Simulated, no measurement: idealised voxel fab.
voxel self aligned contacts: a process module
Section shown: cut. Width: 270 nm. Cell size: 5 nm, square.
Reading order for cross-sections: top band down to bottom band. Underlying form: a grid of square cells. Band size: one or more rows of cells.
Each band's line starts with the height of the band's top and of its bottom, in nm. Then come its materials from left to right, each with its width in nm. One material with "everywhere" fills the band from edge to edge. "air" is empty space.
Height datum 0, below which the as-received substrate wafer is one material. Lowest band open at the bottom, running downward: "0 -> down".
A width such as "30->40" changes by the same amount from each row of cells to the next, from the band's top row to its bottom row.
What does "nothing altered" mean for a step? It means no cell of the cross-section changed in that step.
The entry titled "Voids, fully enclosed" provides the empty spaces that have no open way to the top, restricted to those of 8 cells or more. Each is presented as width x height at distance, the distance being measured from the left edge, with all three in nm.
Heads up: the bit after the settings on a step's line is the simulator's remark on that step.
overlay nm: step with mask; distance mask lay right of planned place; negative value = left of planned place.
Intended process steps
1) RECEIVE: material Si
2) OXIDIZE: depth nm 5
3) DIRECTIONAL_DEP: material polySi, thk nm 30
4) DIRECTIONAL_DEP: material SiN, thk nm 20
5) DIRECTIONAL_DEP: material aC, thk nm 10
6) PATTERN: tone cover, mask id GATE, material resist, width nm 30, pitch nm 75, thk nm 30, overlay nm 0
7) DIRECTIONAL_ETCH: etch materials aC, depth nm 10
8) STRIP: etch materials resist
9) DIRECTIONAL_ETCH: etch materials SiN, depth nm 20
10) DIRECTIONAL_ETCH: etch materials polySi, depth nm 30
11) STRIP: etch materials aC
12) CONFORMAL_DEP: material SiN, thk nm 10
13) DIRECTIONAL_ETCH: etch materials SiN, depth nm 10
14) FILL_DEP: material SiO2, thk nm 20
15) CMP: height nm 60
16) DIRECTIONAL_DEP: material aC, thk nm 10
17) PATTERN: tone open, mask id CONTACT, material resist, width nm 55, thk nm 30, overlay nm 0
18) DIRECTIONAL_ETCH: etch materials aC, depth nm 10
19) STRIP: etch materials resist
20) DIRECTIONAL_ETCH: etch materials SiO2, depth nm 65
21) STRIP: etch materials aC
22) CONFORMAL_DEP: material TiN, thk nm 5
23) FILL_DEP: material Ru, thk nm 5
24) CMP: height nm 60
25) CONFORMAL_DEP: material SiN, thk nm 5
The cross-section here shows the wafer as received, i.e. in its state after step 1
- 0 -> down  Si everywhere
- Voids, fully enclosed: none
Run as planned - first of the two wafers cross-sectioned at the end of the module
- 65 -> 60  SiN everywhere
- 60 -> 50  SiO2: 105 | TiN: 5->20 | Ru: 45->15 | TiN: 5->20 | SiO2: 110
- 50 -> 30  SiO2: 70 | SiN: 50 | TiN: 5 | Ru: 15 | TiN: 5 | SiN: 50 | SiO2: 75
- 30 -> 0  SiO2: 70 | SiN: 10 | polySi: 30 | SiN: 10 | TiN: 5 | Ru: 15 | TiN: 5 | SiN: 10 | polySi: 30 | SiN: 10 | SiO2: 75
- 0 -> -5  SiO2: 120 | TiN: 25 | SiO2: 125
- -5 -> down  Si everywhere
- Voids, fully enclosed: none
Wafer two (of two), end-of-module cross-section: start = wafer one, plan = wafer one, one run mistake
- 65 -> 60  SiN everywhere
- 60 -> 50  Ru: 100->65 | TiN: 5->40 | SiO2: 55 | TiN: 5->40 | Ru: 105->70
- 50 -> 30  Ru: 65 | TiN: 5 | SiN: 50 | SiO2: 25 | SiN: 50 | TiN: 5 | Ru: 70
- 30 -> 0  Ru: 65 | TiN: 5 | SiN: 10 | polySi: 30 | SiN: 10 | SiO2: 25 | SiN: 10 | polySi: 30 | SiN: 10 | TiN: 5 | Ru: 70
- 0 -> -5  TiN: 70 | SiO2: 125 | TiN: 75
- -5 -> down  Si everywhere
- Voids, fully enclosed: none
Processing error: step 17: run off-plan, actual operation and settings PATTERN: tone cover, mask id CONTACT, material resist, width nm 55, thk nm 30, overlay nm 0
Final difference in cells, second wafer against first, listed per material as more or fewer: 296 more of Ru | 328 fewer of SiO2 | 32 more of TiN
